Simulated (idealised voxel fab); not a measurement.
process module | voxel transistor to metal
cross-section cut | 280 nm wide | cells 5 nm
A cross-section is a grid of square cells, given in bands from the top down. A band is one or more rows of cells.
Each band's line starts with the height of the band's top and of its bottom, in nm. Then come its materials from left to right, each with its width in nm. One material with "throughout" fills the band from edge to edge. "air" is empty space.
Height 0 is the level under which the wafer as received is all one material. The lowest band goes on downwards, as in "0 down".
A width such as "30 to 40" changes by the same amount from each row of cells to the next, from the band's top row to its bottom row.
"no change" after a step means that no cell of the cross-section changed.
closed voids: empty space of 8 cells or more with no open way to the top, each as width x height at its distance from the left edge, in nm
after a step's settings: what the simulator itself notes on the step
overlay nm, on a step with a mask: how far to the right of its planned place the mask lay; to the left if negative
Each pair below shows a cross-section before one step and the cross-section after it, down to the lowest band that changed. The line under each pair gives the step between them, with its settings. The pairs can come from different runs of this module on the same starting wafer, so a pair continues from the pair above only where its "before" says so.
before
  60 to 55: TiN throughout
  55 to 45: SiO2 30 | TiN 5 | W 20 to 10 | TiN 5 to 15 | SiO2 35 | TiN 5 to 15 | W 20 to 10 | TiN 5 | SiO2 30 | TiN 5 | W 20 to 10 | TiN 5 to 15 | SiO2 35 | TiN 5 to 15 | W 20 to 10 | TiN 5 | SiO2 30
  45 to 30: SiO2 30 | TiN 5 | W 10 | TiN 5 | SiN 10 | SiO2 5 | SiCN 25 | SiO2 5 | SiN 10 | TiN 5 | W 10 | TiN 5 | SiO2 30 | TiN 5 | W 10 | TiN 5 | SiN 10 | SiO2 5 | SiCN 25 | SiO2 5 | SiN 10 | TiN 5 | W 10 | TiN 5 | SiO2 30
  30 to 20: SiO2 30 | TiN 5 | W 10 | TiN 5 | SiN 10 | SiO2 5 | polySi 25 | SiO2 5 | SiN 10 | TiN 5 | W 10 | TiN 5 | SiO2 30 | TiN 5 | W 10 | TiN 5 | SiN 10 | SiO2 5 | polySi 25 | SiO2 5 | SiN 10 | TiN 5 | W 10 | TiN 5 | SiO2 30
  20 to 15: SiO2 30 | TiN 20 | SiN 10 | SiO2 5 | polySi 25 | SiO2 5 | SiN 10 | TiN 20 | SiO2 30 | TiN 20 | SiN 10 | SiO2 5 | polySi 25 | SiO2 5 | SiN 10 | TiN 20 | SiO2 30
  15 to 0: SiO2 50 | SiN 10 | SiO2 5 | polySi 25 | SiO2 5 | SiN 10 | SiO2 70 | SiN 10 | SiO2 5 | polySi 25 | SiO2 5 | SiN 10 | SiO2 50
  0 to -5: SiGe 30 | SiO2 95 | SiGe 30 | SiO2 95 | SiGe 30
  -5 to -20: SiGe 25 | SiO2 105 | SiGe 20 | SiO2 105 | SiGe 25
  -20 to -30: Si 25 | SiO2 105 | Si 20 | SiO2 105 | Si 25
  -30 down: Si throughout
  closed voids: none
after
  80 to 60: Ru throughout
  below 60: unchanged
  closed voids: none
the step between: op DIRECTIONAL_DEP | material Ru | thk nm 20
before: the cross-section after the pair above
after
  90 to 80: aC throughout
  below 80: unchanged
  closed voids: none
the step between: op DIRECTIONAL_DEP | material aC | thk nm 10
before: the cross-section after the pair above
after
  115 to 90: air 30 | resist 20 | air 55 | resist 20 | air 30 | resist 20 | air 55 | resist 20 | air 30
  below 90: unchanged
  closed voids: none
the step between: op PATTERN | tone cover | mask id METAL_1 | material resist | width nm 20 | thk nm 25 | overlay nm 0
before: the cross-section after the pair above
after
  105 to 90: air 30 | resist 20 | air 55 | resist 20 | air 30 | resist 20 | air 55 | resist 20 | air 30
  90 to 80: air 30 | aC 20 | air 55 | aC 20 | air 30 | aC 20 | air 55 | aC 20 | air 30
  below 80: unchanged
  closed voids: none
the step between: op DIRECTIONAL_ETCH | etch materials aC | depth nm 10
before: the cross-section after the pair above
after
  90 to 80: air 30 | aC 20 | air 55 | aC 20 | air 30 | aC 20 | air 55 | aC 20 | air 30
  below 80: unchanged
  closed voids: none
the step between: op STRIP | etch materials resist
before: the cross-section after the pair above
after
  90 to 80: air 30 | aC 20 | air 55 | aC 20 | air 30 | aC 20 | air 55 | aC 20 | air 30
  80 to 60: air 30 | Ru 20 | air 55 | Ru 20 | air 30 | Ru 20 | air 55 | Ru 20 | air 30
  below 60: unchanged
  closed voids: none
the step between: op DIRECTIONAL_ETCH | etch materials Ru | depth nm 20
before: the cross-section after the pair above
after
  90 to 80: air 30 | aC 20 | air 55 | aC 20 | air 30 | aC 20 | air 55 | aC 20 | air 30
  80 to 60: air 30 | Ru 20 | air 55 | Ru 20 | air 30 | Ru 20 | air 55 | Ru 20 | air 30
  60 to 55: air 30 | TiN 20 | air 55 | TiN 20 | air 30 | TiN 20 | air 55 | TiN 20 | air 30
  below 55: unchanged
  closed voids: none
the step between: op DIRECTIONAL_ETCH | etch materials TiN | depth nm 5
before: the cross-section after the pair above
after
  80 to 60: air 30 | Ru 20 | air 55 | Ru 20 | air 30 | Ru 20 | air 55 | Ru 20 | air 30
  below 60: unchanged
  closed voids: none
the step between: op STRIP | etch materials aC
before: the cross-section after the pair above
after
  85 to 80: SiO2 throughout
  80 to 60: SiO2 30 | Ru 20 | SiO2 55 | Ru 20 | SiO2 30 | Ru 20 | SiO2 55 | Ru 20 | SiO2 30
  60 to 55: SiO2 30 | TiN 20 | SiO2 55 | TiN 20 | SiO2 30 | TiN 20 | SiO2 55 | TiN 20 | SiO2 30
  below 55: unchanged
  closed voids: none
the step between: op FILL_DEP | material SiO2 | thk nm 5
before: the cross-section after the pair above
after
  80 to 60: SiO2 30 | Ru 20 | SiO2 55 | Ru 20 | SiO2 30 | Ru 20 | SiO2 55 | Ru 20 | SiO2 30
  below 60: unchanged
  closed voids: none
the step between: op CMP | height nm 80
before: the cross-section after the pair above
after
  85 to 80: SiN throughout
  below 80: unchanged
  closed voids: none
the step between: op CONFORMAL_DEP | material SiN | thk nm 5
